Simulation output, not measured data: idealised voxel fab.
process module | voxel spacer lines
In the cross-section labelled cut, the width is 170 nm and each square cell is 5 nm.
A cross-section is written here as square cells arranged in a grid, and it is given in bands from the top down, each band taking up one or more rows of cells.
Band entry format. Leading values: height of top, height of bottom, nm. Remainder: materials in left-to-right order, each with its width in nm. Special words: "all across" on a single material, which then fills the band edge to edge; "blank", empty space.
Basically, 0 is our baseline, since under it the wafer straight out of the box is all one material. The bottom band has no lower end and keeps on going down, so it looks like "0 nm and below".
A width given as "30 to 40" starts at the first number in the band's top row and ends at the second number in its bottom row, shifting by an equal amount at every step from row to row.
"stayed the same" after a step means that no cell of the cross-section changed.
Sealed internal cavities: empty space of 8 cells or more with no open way to the top, each as width x height at its distance from the left edge, in nm
It should be noted that, on the line of a given step, the content following the step's settings is a remark produced by the simulator itself with respect to that step.
On any step carrying a mask, the "overlay nm" setting, if present on the step's line, tells how far right of its planned place the mask lay; negative values point to the left.

## Listed below are the process steps as planned
1,RECEIVE: material Si
2,CONFORMAL_DEP: material Al2O3, thk nm 10
3,DIRECTIONAL_DEP: material TiN, thk nm 10
4,DIRECTIONAL_DEP: material polySi, thk nm 25
5,PATTERN: tone cover, mask id MANDREL, material resist, width nm 15, pitch nm 60, thk nm 35, overlay nm 0
6,DIRECTIONAL_ETCH: etch materials polySi, depth nm 25
7,STRIP: etch materials resist
8,CONFORMAL_DEP: material SiO2, thk nm 15
9,DIRECTIONAL_ETCH: etch materials SiO2, depth nm 15
10,STRIP: etch materials polySi
11,DIRECTIONAL_ETCH: etch materials TiN, depth nm 10
12,STRIP: etch materials SiO2
13,FILL_DEP: material lowk, thk nm 5
14,CMP: height nm 20

## Wafer at receipt (post step 1), cross-section
- 0 nm and below = Si all across
- Sealed internal cavities: none

## Module complete - cross-section of the first of two wafers, run according to plan
- 20 nm to 10 nm = 30 of lowk; 15 of TiN; 15 of lowk; 15 of TiN; 15 of lowk; 15 of TiN; 15 of lowk; 15 of TiN; 35 of lowk
- 10 nm to 0 nm = Al2O3 all across
- 0 nm and below = Si all across
- Sealed internal cavities: none

## Second wafer cross-section at end of module - shared start and plan with the first, one mistake in the run
- 20 nm to 10 nm = 30 of Al2O3; 15 of TiN; 15 of Al2O3; 15 of TiN; 15 of Al2O3; 15 of TiN; 15 of Al2O3; 15 of TiN; 35 of Al2O3
- 10 nm to 0 nm = Al2O3 all across
- 0 nm and below = Si all across
- Sealed internal cavities: none
Deviation from plan: step 13 ran as: FILL_DEP: material Al2O3, thk nm 5
Once processing is complete, comparing cell counts shows that the second wafer has more or fewer of certain materials than the first: +44 Al2O3, -44 lowk
